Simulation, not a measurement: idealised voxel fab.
The following is a process module called voxel trench capacitor.
Shown is cross-section cut, with a width of 300 nm and square cells of size 5 nm.
A cross-section is a grid of square cells, given in bands from the top down. A band is one or more rows of cells. The band entry comprises the height of the band's top followed by the height of its bottom, expressed in nm, and subsequently the band's materials from left to right, each stated together with its width in nm. Where a single material is marked with the word "full width", that material fills the band from edge to edge. The word "empty" represents empty space. Heads up on the height convention: 0 is the point under which the incoming wafer is all one material, and the lowest band has no bottom, it just keeps going down, like "0 -> down". Read "30 to 40" as a graded width: first number on top, second number at the bottom, same change between each pair of neighbouring rows. Where the words "no change" appear for a step, the cross-section shows no cell changed by that step; every cell remained as before. Empty spaces without an open route to the top, at least 8 cells in extent, make up the entry "Catalogued sealed voids"; each is given as width x height at distance, where the distance is measured from the left edge, and all are in nm. Note: text after step settings on the step line = simulator remark on that step. overlay nm: where the mask lay relative to plan, measured to the right, on steps with a mask; negatives go left.

Steps planned for the process
1) op RECEIVE | material Si
2) op CONFORMAL_DEP | material SiN | thk nm 10
3) op PATTERN | tone open | mask id TRENCH | material resist | width nm 30 | pitch nm 60 | thk nm 15 | overlay nm 0
4) op DIRECTIONAL_ETCH | etch materials SiN | depth nm 10
5) op DIRECTIONAL_ETCH | etch materials Si | depth nm 30
6) op STRIP | etch materials resist
7) op CONFORMAL_DEP | material HfO2 | thk nm 5
8) op CONFORMAL_DEP | material TiN | thk nm 5
9) op FILL_DEP | material W | thk nm 10
10) op CMP | height nm 10

Cross-section of the wafer at receipt, which is the condition after step 1
- 0 -> down | Si full width
- Catalogued sealed voids: none

Cross-section taken at module completion on the first of two wafers; processed per the plan
- 10 -> 0 | 45 nm SiN; 5 nm HfO2; 5 nm TiN; 10 nm W; 5 nm TiN; 5 nm HfO2; 30 nm SiN; 5 nm HfO2; 5 nm TiN; 10 nm W; 5 nm TiN; 5 nm HfO2; 30 nm SiN; 5 nm HfO2; 5 nm TiN; 10 nm W; 5 nm TiN; 5 nm HfO2; 30 nm SiN; 5 nm HfO2; 5 nm TiN; 10 nm W; 5 nm TiN; 5 nm HfO2; 45 nm SiN
- 0 -> -20 | 45 nm Si; 5 nm HfO2; 5 nm TiN; 10 nm W; 5 nm TiN; 5 nm HfO2; 30 nm Si; 5 nm HfO2; 5 nm TiN; 10 nm W; 5 nm TiN; 5 nm HfO2; 30 nm Si; 5 nm HfO2; 5 nm TiN; 10 nm W; 5 nm TiN; 5 nm HfO2; 30 nm Si; 5 nm HfO2; 5 nm TiN; 10 nm W; 5 nm TiN; 5 nm HfO2; 45 nm Si
- -20 -> -25 | 45 nm Si; 5 nm HfO2; 20 nm TiN; 5 nm HfO2; 30 nm Si; 5 nm HfO2; 20 nm TiN; 5 nm HfO2; 30 nm Si; 5 nm HfO2; 20 nm TiN; 5 nm HfO2; 30 nm Si; 5 nm HfO2; 20 nm TiN; 5 nm HfO2; 45 nm Si
- -25 -> -30 | 45 nm Si; 30 nm HfO2; 30 nm Si; 30 nm HfO2; 30 nm Si; 30 nm HfO2; 30 nm Si; 30 nm HfO2; 45 nm Si
- -30 -> down | Si full width
- Catalogued sealed voids: none

Here's the second of our two wafers sectioned at module end. Same start as the first, same plan, but one mistake got made running it
- 10 -> 0 | 45 nm SiN; 5 nm TiN; 5 nm HfO2; 10 nm W; 5 nm HfO2; 5 nm TiN; 30 nm SiN; 5 nm TiN; 5 nm HfO2; 10 nm W; 5 nm HfO2; 5 nm TiN; 30 nm SiN; 5 nm TiN; 5 nm HfO2; 10 nm W; 5 nm HfO2; 5 nm TiN; 30 nm SiN; 5 nm TiN; 5 nm HfO2; 10 nm W; 5 nm HfO2; 5 nm TiN; 45 nm SiN
- 0 -> -20 | 45 nm Si; 5 nm TiN; 5 nm HfO2; 10 nm W; 5 nm HfO2; 5 nm TiN; 30 nm Si; 5 nm TiN; 5 nm HfO2; 10 nm W; 5 nm HfO2; 5 nm TiN; 30 nm Si; 5 nm TiN; 5 nm HfO2; 10 nm W; 5 nm HfO2; 5 nm TiN; 30 nm Si; 5 nm TiN; 5 nm HfO2; 10 nm W; 5 nm HfO2; 5 nm TiN; 45 nm Si
- -20 -> -25 | 45 nm Si; 5 nm TiN; 20 nm HfO2; 5 nm TiN; 30 nm Si; 5 nm TiN; 20 nm HfO2; 5 nm TiN; 30 nm Si; 5 nm TiN; 20 nm HfO2; 5 nm TiN; 30 nm Si; 5 nm TiN; 20 nm HfO2; 5 nm TiN; 45 nm Si
- -25 -> -30 | 45 nm Si; 30 nm TiN; 30 nm Si; 30 nm TiN; 30 nm Si; 30 nm TiN; 30 nm Si; 30 nm TiN; 45 nm Si
- -30 -> down | Si full width
- Catalogued sealed voids: none
The mistake made against the process plan was this: steps 7 and 8 run out of order (swapped)
In the final state, the cell counts of the second wafer exceed or fall short of those of the first for the following materials: HfO2 -16, TiN +16
